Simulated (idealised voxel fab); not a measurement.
Process module, titled voxel air gaps
Square cells of 5 nm make up the cross-section cut, whose width is 165 nm.
Think of the cross-section as a grid of square cells. We describe it in bands, top to bottom, and each band covers one or more rows of those cells.
First you get the band's top height and its bottom height, in nm, and then the materials it's made of, left to right, with each width in nm. If you see a single material with "all across", that one covers the band edge to edge. "air" is empty space.
A quick word on heights: they are counted from 0, and under that level the wafer as it came to us is one material throughout. The lowest band is different from the rest in having no bottom; it simply continues downward, written as in "0..down".
A width such as "30..40" changes by the same amount from each row of cells to the next, from the band's top row to its bottom row.
"no alteration" for a step: no cell of the cross-section changed in that step.
You'll see "Trapped void list" listing empty spaces that have no way open to the top, as long as they're 8 cells or more; the notation is width x height at distance, where the distance is from the left edge, and all of it is in nm.
If you see something after the settings on a step's line, that's the simulator's own remark about that step.
"overlay nm" denotes, for a step that has a mask, the displacement of the mask to the right of its planned place, with negative values corresponding to the left.

THE PROCESS STEPS THAT WERE PLANNED ARE LISTED BELOW
1. RECEIVE (material Si)
2. CONFORMAL_DEP (material SiO2; thk nm 15)
3. CONFORMAL_DEP (material SiN; thk nm 5)
4. DIRECTIONAL_DEP (material SiO2; thk nm 40)
5. PATTERN (tone open; mask id LINES; material resist; width nm 15; pitch nm 40; thk nm 15; overlay nm 0)
6. DIRECTIONAL_ETCH (etch materials SiO2; depth nm 40)
7. STRIP (etch materials resist)
8. CONFORMAL_DEP (material TiN; thk nm 5)
9. FILL_DEP (material W; thk nm 10)
10. CMP (height nm 60)
11. EPI (material Ru; thk nm 10)
12. SELECTIVE_ETCH (etch materials SiO2; depth nm 50)
13. CONFORMAL_DEP (material SiCN; thk nm 5)

THE FIRST OF TWO WAFERS, RUN AS PLANNED

RECEIVED-STATE CROSS-SECTION, REFLECTING COMPLETION OF STEP 1
* 0..down = Si all across
* Trapped void list: none

AFTER STEP 2: WAFER CROSS-SECTION
* 15..0 = SiO2 all across
* below 0: unchanged

AFTER STEP 3: WAFER CROSS-SECTION
* 20..15 = SiN all across
* below 15: unchanged

AFTER STEP 4: WAFER CROSS-SECTION
* 60..20 = SiO2 all across
* below 20: unchanged

AFTER STEP 5: WAFER CROSS-SECTION
* 75..60 = resist: 35 / air: 15 / resist: 25 / air: 15 / resist: 25 / air: 15 / resist: 35
* below 60: unchanged

AFTER STEP 6: WAFER CROSS-SECTION
* 75..60 = resist: 35 / air: 15 / resist: 25 / air: 15 / resist: 25 / air: 15 / resist: 35
* 60..20 = SiO2: 35 / air: 15 / SiO2: 25 / air: 15 / SiO2: 25 / air: 15 / SiO2: 35
* below 20: unchanged

AFTER STEP 7: WAFER CROSS-SECTION
* 60..20 = SiO2: 35 / air: 15 / SiO2: 25 / air: 15 / SiO2: 25 / air: 15 / SiO2: 35
* below 20: unchanged

AFTER STEP 8: WAFER CROSS-SECTION
* 65..60 = TiN: 40 / air: 5 / TiN: 35 / air: 5 / TiN: 35 / air: 5 / TiN: 40
* 60..25 = SiO2: 35 / TiN: 5 / air: 5 / TiN: 5 / SiO2: 25 / TiN: 5 / air: 5 / TiN: 5 / SiO2: 25 / TiN: 5 / air: 5 / TiN: 5 / SiO2: 35
* 25..20 = SiO2: 35 / TiN: 15 / SiO2: 25 / TiN: 15 / SiO2: 25 / TiN: 15 / SiO2: 35
* below 20: unchanged

AFTER STEP 9: WAFER CROSS-SECTION
* 75..65 = W all across
* 65..60 = TiN: 40 / W: 5 / TiN: 35 / W: 5 / TiN: 35 / W: 5 / TiN: 40
* 60..25 = SiO2: 35 / TiN: 5 / W: 5 / TiN: 5 / SiO2: 25 / TiN: 5 / W: 5 / TiN: 5 / SiO2: 25 / TiN: 5 / W: 5 / TiN: 5 / SiO2: 35
* below 25: unchanged

AFTER STEP 10: WAFER CROSS-SECTION
* 60..25 = SiO2: 35 / TiN: 5 / W: 5 / TiN: 5 / SiO2: 25 / TiN: 5 / W: 5 / TiN: 5 / SiO2: 25 / TiN: 5 / W: 5 / TiN: 5 / SiO2: 35
* below 25: unchanged

AFTER STEP 11: WAFER CROSS-SECTION
* 70..60 = air: 25 / Ru: 35 / air: 5 / Ru: 35 / air: 5 / Ru: 35 / air: 25
* below 60: unchanged

AFTER STEP 12: WAFER CROSS-SECTION
* 70..60 = air: 25 / Ru: 35 / air: 5 / Ru: 35 / air: 5 / Ru: 35 / air: 25
* 60..25 = air: 35 / TiN: 5 / W: 5 / TiN: 5 / air: 25 / TiN: 5 / W: 5 / TiN: 5 / air: 25 / TiN: 5 / W: 5 / TiN: 5 / air: 35
* 25..20 = air: 35 / TiN: 15 / air: 25 / TiN: 15 / air: 25 / TiN: 15 / air: 35
* below 20: unchanged

AFTER STEP 13: WAFER CROSS-SECTION
* 75..70 = air: 20 / SiCN: 125 / air: 20
* 70..60 = air: 20 / SiCN: 5 / Ru: 35 / SiCN: 5 / Ru: 35 / SiCN: 5 / Ru: 35 / SiCN: 5 / air: 20
* 60..55 = air: 20 / SiCN: 15 / TiN: 5 / W: 5 / TiN: 5 / SiCN: 25 / TiN: 5 / W: 5 / TiN: 5 / SiCN: 25 / TiN: 5 / W: 5 / TiN: 5 / SiCN: 15 / air: 20
* 55..25 = air: 30 / SiCN: 5 / TiN: 5 / W: 5 / TiN: 5 / SiCN: 5 / air: 15 / SiCN: 5 / TiN: 5 / W: 5 / TiN: 5 / SiCN: 5 / air: 15 / SiCN: 5 / TiN: 5 / W: 5 / TiN: 5 / SiCN: 5 / air: 30
* 25..20 = SiCN: 35 / TiN: 15 / SiCN: 25 / TiN: 15 / SiCN: 25 / TiN: 15 / SiCN: 35
* below 20: unchanged
* Trapped void list: 15 x 30 at 55; 15 x 30 at 95

COMPANION WAFER, THE SECOND OF TWO: SAME BEGINNING, SAME INTENDED SEQUENCE, ONE MISTAKE IN CARRYING IT OUT; THROUGH STEP 4 INCLUSIVE IT TRACKS THE FIRST EXACTLY

CROSS-SECTIONAL REPRESENTATION OF THE SECOND WAFER AT THE TIME DESIGNATED IN THE PLAN FOR THE COMPLETION OF STEP 5
* 75..60 = resist: 30 / air: 25 / resist: 15 / air: 25 / resist: 15 / air: 25 / resist: 30
* below 60: unchanged

CROSS-SECTIONAL REPRESENTATION OF THE SECOND WAFER AT THE TIME DESIGNATED IN THE PLAN FOR THE COMPLETION OF STEP 6
* 75..60 = resist: 30 / air: 25 / resist: 15 / air: 25 / resist: 15 / air: 25 / resist: 30
* 60..20 = SiO2: 30 / air: 25 / SiO2: 15 / air: 25 / SiO2: 15 / air: 25 / SiO2: 30
* below 20: unchanged

CROSS-SECTIONAL REPRESENTATION OF THE SECOND WAFER AT THE TIME DESIGNATED IN THE PLAN FOR THE COMPLETION OF STEP 7
* 60..20 = SiO2: 30 / air: 25 / SiO2: 15 / air: 25 / SiO2: 15 / air: 25 / SiO2: 30
* below 20: unchanged

CROSS-SECTIONAL REPRESENTATION OF THE SECOND WAFER AT THE TIME DESIGNATED IN THE PLAN FOR THE COMPLETION OF STEP 8
* 65..60 = TiN: 35 / air: 15 / TiN: 25 / air: 15 / TiN: 25 / air: 15 / TiN: 35
* 60..25 = SiO2: 30 / TiN: 5 / air: 15 / TiN: 5 / SiO2: 15 / TiN: 5 / air: 15 / TiN: 5 / SiO2: 15 / TiN: 5 / air: 15 / TiN: 5 / SiO2: 30
* 25..20 = SiO2: 30 / TiN: 25 / SiO2: 15 / TiN: 25 / SiO2: 15 / TiN: 25 / SiO2: 30
* below 20: unchanged

CROSS-SECTIONAL REPRESENTATION OF THE SECOND WAFER AT THE TIME DESIGNATED IN THE PLAN FOR THE COMPLETION OF STEP 9
* 75..65 = W all across
* 65..60 = TiN: 35 / W: 15 / TiN: 25 / W: 15 / TiN: 25 / W: 15 / TiN: 35
* 60..25 = SiO2: 30 / TiN: 5 / W: 15 / TiN: 5 / SiO2: 15 / TiN: 5 / W: 15 / TiN: 5 / SiO2: 15 / TiN: 5 / W: 15 / TiN: 5 / SiO2: 30
* below 25: unchanged

CROSS-SECTIONAL REPRESENTATION OF THE SECOND WAFER AT THE TIME DESIGNATED IN THE PLAN FOR THE COMPLETION OF STEP 10
* 60..25 = SiO2: 30 / TiN: 5 / W: 15 / TiN: 5 / SiO2: 15 / TiN: 5 / W: 15 / TiN: 5 / SiO2: 15 / TiN: 5 / W: 15 / TiN: 5 / SiO2: 30
* below 25: unchanged

CROSS-SECTIONAL REPRESENTATION OF THE SECOND WAFER AT THE TIME DESIGNATED IN THE PLAN FOR THE COMPLETION OF STEP 11
* 70..60 = air: 20 / Ru: 125 / air: 20
* below 60: unchanged

CROSS-SECTIONAL REPRESENTATION OF THE SECOND WAFER AT THE TIME DESIGNATED IN THE PLAN FOR THE COMPLETION OF STEP 12
* 70..60 = air: 20 / Ru: 125 / air: 20
* 60..25 = air: 30 / TiN: 5 / W: 15 / TiN: 5 / SiO2: 15 / TiN: 5 / W: 15 / TiN: 5 / SiO2: 15 / TiN: 5 / W: 15 / TiN: 5 / air: 30
* 25..20 = air: 30 / TiN: 25 / SiO2: 15 / TiN: 25 / SiO2: 15 / TiN: 25 / air: 30
* below 20: unchanged

CROSS-SECTIONAL REPRESENTATION OF THE SECOND WAFER AT THE TIME DESIGNATED IN THE PLAN FOR THE COMPLETION OF STEP 13
* 75..70 = air: 15 / SiCN: 135 / air: 15
* 70..60 = air: 15 / SiCN: 5 / Ru: 125 / SiCN: 5 / air: 15
* 60..55 = air: 15 / SiCN: 15 / TiN: 5 / W: 15 / TiN: 5 / SiO2: 15 / TiN: 5 / W: 15 / TiN: 5 / SiO2: 15 / TiN: 5 / W: 15 / TiN: 5 / SiCN: 15 / air: 15
* 55..25 = air: 25 / SiCN: 5 / TiN: 5 / W: 15 / TiN: 5 / SiO2: 15 / TiN: 5 / W: 15 / TiN: 5 / SiO2: 15 / TiN: 5 / W: 15 / TiN: 5 / SiCN: 5 / air: 25
* 25..20 = SiCN: 30 / TiN: 25 / SiO2: 15 / TiN: 25 / SiO2: 15 / TiN: 25 / SiCN: 30
* below 20: unchanged
The mistake made against the process plan was this: step 5, actual vs plan mismatch, actual run PATTERN (tone open; mask id LINES; material resist; width nm 25; pitch nm 40; thk nm 15; overlay nm 0)
The final cell counts differ between the wafers, with the second having more or fewer of some materials than the first: Ru: 8 more | SiCN: 48 fewer | SiO2: 48 more | TiN: 6 more | W: 42 more
At the end, the first wafer has 2 closed voids and the second wafer has 0.
